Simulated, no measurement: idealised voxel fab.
process module | voxel air gaps
cross-section cut | 250 nm wide | cells 5 nm
A cross-section is a grid of square cells, given in bands from the top down. A band is one or more rows of cells.
Each band's line starts with the height of the band's top and of its bottom, in nm. Then come its materials from left to right, each with its width in nm. One material with "throughout" fills the band from edge to edge. "air" is empty space.
Height 0 is the level under which the wafer as received is all one material. The lowest band goes on downwards, as in "0 down".
A width such as "30 to 40" changes by the same amount from each row of cells to the next, from the band's top row to its bottom row.
"no change" after a step means that no cell of the cross-section changed.
closed voids: empty space of 8 cells or more with no open way to the top, each as width x height at its distance from the left edge, in nm
after a step's settings: what the simulator itself notes on the step
overlay nm, on a step with a mask: how far to the right of its planned place the mask lay; to the left if negative
plan
1 op RECEIVE | material Si
2 op CONFORMAL_DEP | material SiO2 | thk nm 15
3 op CONFORMAL_DEP | material SiN | thk nm 5
4 op DIRECTIONAL_DEP | material SiO2 | thk nm 35
5 op MASKED_ETCH | tone open | mask id LINES | width nm 25 | pitch nm 55 | etch materials SiO2 | depth nm 35 | overlay nm 0
6 op CONFORMAL_DEP | material TiN | thk nm 5
7 op FILL_DEP | material Cu | thk nm 5
8 op CMP | height nm 55
9 op EPI | material Ru | thk nm 10
10 op SELECTIVE_ETCH | etch materials SiO2 | depth nm 45
11 op CONFORMAL_DEP | material SiCN | thk nm 5
as received, after step 1
  0 down: Si throughout
  closed voids: none
a wafer at the end: this start, this plan, one mistake
  70 to 65: air 30 | SiCN 165 | air 55
  65 to 55: air 30 | SiCN 5 | Ru 45 | SiCN 10 | Ru 45 | SiCN 10 | Ru 45 | SiCN 5 | air 55
  55 to 50: air 30 | SiCN 15 | TiN 5 | Cu 15 | TiN 5 | SiCN 30 | TiN 5 | Cu 15 | TiN 5 | SiCN 30 | TiN 5 | Cu 15 | TiN 5 | SiCN 15 | air 55
  50 to 25: air 40 | SiCN 5 | TiN 5 | Cu 15 | TiN 5 | SiCN 5 | air 20 | SiCN 5 | TiN 5 | Cu 15 | TiN 5 | SiCN 5 | air 20 | SiCN 5 | TiN 5 | Cu 15 | TiN 5 | SiCN 5 | air 65
  25 to 20: SiCN 45 | TiN 25 | SiCN 30 | TiN 25 | SiCN 30 | TiN 25 | SiCN 70
  20 to 15: SiN throughout
  15 to 0: SiO2 throughout
  0 down: Si throughout
  closed voids: 20 x 25 at 75; 20 x 25 at 130
what went wrong: step 5 ran as: op MASKED_ETCH | tone open | mask id LINES | width nm 25 | pitch nm 55 | etch materials SiO2 | depth nm 35 | overlay nm -10
